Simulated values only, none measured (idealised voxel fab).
process module | voxel transistor to metal
cross-section cut | 170 nm wide | cells 5 nm
A cross-section is a grid of square cells, given in bands from the top down. A band is one or more rows of cells.
Each band's line starts with the height of the band's top and of its bottom, in nm. Then come its materials from left to right, each with its width in nm. One material with "throughout" fills the band from edge to edge. "air" is empty space.
Height 0 is the level under which the wafer as received is all one material. The lowest band goes on downwards, as in "0 down".
A width such as "30 to 40" changes by the same amount from each row of cells to the next, from the band's top row to its bottom row.
"no change" after a step means that no cell of the cross-section changed.
closed voids: empty space of 8 cells or more with no open way to the top, each as width x height at its distance from the left edge, in nm
after a step's settings: what the simulator itself notes on the step
overlay nm, on a step with a mask: how far to the right of its planned place the mask lay; to the left if negative
plan
1 op RECEIVE | material Si
2 op OXIDIZE | depth nm 5
3 op CONFORMAL_DEP | material SiN | thk nm 10
4 op PATTERN | tone cover | mask id ACTIVE | material resist | width nm 95 | thk nm 20 | overlay nm 0
5 op DIRECTIONAL_ETCH | etch materials SiN | depth nm 10
6 op DIRECTIONAL_ETCH | etch materials SiO2 | depth nm 5
7 op DIRECTIONAL_ETCH | etch materials Si | depth nm 35
8 op STRIP | etch materials resist
9 op OXIDIZE | depth nm 5
10 op FILL_DEP | material SiO2 | thk nm 15
11 op CMP | height nm 10
12 op SELECTIVE_ETCH | etch materials SiO2 | depth nm 10
13 op STRIP | etch materials SiN
14 op SELECTIVE_ETCH | etch materials SiO2 | depth nm 5
15 op OXIDIZE | depth nm 5
16 op DIRECTIONAL_DEP | material polySi | thk nm 25
17 op DIRECTIONAL_DEP | material SiCN | thk nm 10
18 op MASKED_ETCH | tone cover | mask id GATE | width nm 25 | etch materials SiCN | depth nm 20 | overlay nm 0
19 op MASKED_ETCH | tone cover | mask id GATE | width nm 25 | etch materials polySi | depth nm 35 | overlay nm 0
20 op CONFORMAL_DEP | material SiO2 | thk nm 5
21 op DIRECTIONAL_ETCH | etch materials SiO2 | depth nm 5
22 op CONFORMAL_DEP | material SiN | thk nm 10
23 op DIRECTIONAL_ETCH | etch materials SiN | depth nm 5
24 op DIRECTIONAL_ETCH | etch materials SiO2 | depth nm 5
25 op EPI | material pSi | thk nm 5
26 op FILL_DEP | material SiO2 | thk nm 10
27 op CMP | height nm 20
28 op STRIP | etch materials polySi
29 op SELECTIVE_ETCH | etch materials SiO2 | depth nm 5
30 op CONFORMAL_DEP | material HfO2 | thk nm 5
31 op CONFORMAL_DEP | material TiN | thk nm 5
32 op FILL_DEP | material W | thk nm 10
33 op CMP | height nm 15
34 op DIRECTIONAL_DEP | material SiO2 | thk nm 15
35 op MASKED_ETCH | tone open | mask id CONTACT | width nm 15 | pitch nm 70 | etch materials SiO2 | depth nm 35 | overlay nm 0
36 op CONFORMAL_DEP | material TiN | thk nm 5
37 op FILL_DEP | material W | thk nm 10
38 op CMP | height nm 30
39 op CONFORMAL_DEP | material SiN | thk nm 5
40 op DIRECTIONAL_DEP | material lowk | thk nm 20
41 op MASKED_ETCH | tone open | mask id METAL_1 | width nm 15 | pitch nm 70 | etch materials lowk | depth nm 20 | overlay nm 0
42 op MASKED_ETCH | tone open | mask id METAL_1 | width nm 15 | pitch nm 70 | etch materials SiN | depth nm 5 | overlay nm 0
43 op CONFORMAL_DEP | material TiN | thk nm 5
44 op FILL_DEP | material W | thk nm 5
45 op CMP | height nm 55
46 op EPI | material Ru | thk nm 5
47 op FILL_DEP | material SiCN | thk nm 5
varied across the wafers: depth nm of step 23. The plan shows the first wafer's value. All wafers start alike
first wafer as received, after step 1
  0 down: Si throughout
  closed voids: none
first wafer at the end, after step 47
  65 to 60: SiCN throughout
  60 to 55: SiCN 35 | Ru 25 | SiCN 45 | Ru 25 | SiCN 40
  55 to 35: lowk 40 | TiN 5 | W 5 | TiN 5 | lowk 55 | TiN 5 | W 5 | TiN 5 | lowk 45
  35 to 30: SiN 40 | TiN 15 | SiN 55 | TiN 15 | SiN 45
  30 to 15: SiO2 40 | TiN 5 | W 5 | TiN 5 | SiO2 55 | TiN 5 | W 5 | TiN 5 | SiO2 45
  15 to 5: SiO2 40 | TiN 5 | W 5 | TiN 5 | SiN 10 | HfO2 5 | TiN 5 | W 15 | TiN 5 | HfO2 5 | SiN 10 | TiN 5 | W 5 | TiN 5 | SiO2 45
  5 to 0: SiO2 40 | TiN 15 | SiN 10 | HfO2 5 | TiN 5 | W 15 | TiN 5 | HfO2 5 | SiN 10 | TiN 15 | SiO2 45
  0 to -5: SiN 65 | HfO2 5 | TiN 25 | HfO2 5 | SiN 70
  -5 to -10: SiO2 65 | HfO2 35 | SiO2 70
  -10 to -45: SiO2 40 | Si 85 | SiO2 45
  -45 down: Si throughout
  closed voids: none
last wafer at the end
  65 to 60: SiCN throughout
  60 to 55: SiCN 35 | Ru 25 | SiCN 45 | Ru 25 | SiCN 40
  55 to 35: lowk 40 | TiN 5 | W 5 | TiN 5 | lowk 55 | TiN 5 | W 5 | TiN 5 | lowk 45
  35 to 30: SiN 40 | TiN 15 | SiN 55 | TiN 15 | SiN 45
  30 to 15: SiO2 40 | TiN 5 | W 5 | TiN 5 | SiO2 55 | TiN 5 | W 5 | TiN 5 | SiO2 45
  15 to 0: SiO2 40 | TiN 5 | W 5 | TiN 5 | SiN 10 | HfO2 5 | TiN 5 | W 15 | TiN 5 | HfO2 5 | SiN 10 | TiN 5 | W 5 | TiN 5 | SiO2 45
  0 to -5: SiO2 40 | TiN 15 | SiN 10 | HfO2 5 | TiN 25 | HfO2 5 | SiN 10 | TiN 15 | SiO2 45
  -5 to -10: SiO2 35 | pSi 20 | SiO2 10 | HfO2 35 | SiO2 10 | pSi 20 | SiO2 40
  -10 to -45: SiO2 40 | Si 85 | SiO2 45
  -45 down: Si throughout
  closed voids: none
each wafer at the end: cells of each material gained (+) or lost (-) since it was received, then its closed voids
depth nm 5 | +15 HfO2 | +10 Ru | -187 Si | +58 SiCN | +67 SiN | +281 SiO2 | +59 TiN | +27 W | +112 lowk | closed voids: none
depth nm 10 | +15 HfO2 | +10 Ru | -187 Si | +58 SiCN | +44 SiN | +290 SiO2 | +63 TiN | +29 W | +112 lowk | +8 pSi | closed voids: none
depth nm 15 | +15 HfO2 | +10 Ru | -187 Si | +58 SiCN | +44 SiN | +290 SiO2 | +63 TiN | +29 W | +112 lowk | +8 pSi | closed voids: none
depth nm 20 | +15 HfO2 | +10 Ru | -187 Si | +58 SiCN | +44 SiN | +290 SiO2 | +63 TiN | +29 W | +112 lowk | +8 pSi | closed voids: none
depth nm 25 | +15 HfO2 | +10 Ru | -187 Si | +58 SiCN | +44 SiN | +290 SiO2 | +63 TiN | +29 W | +112 lowk | +8 pSi | closed voids: none
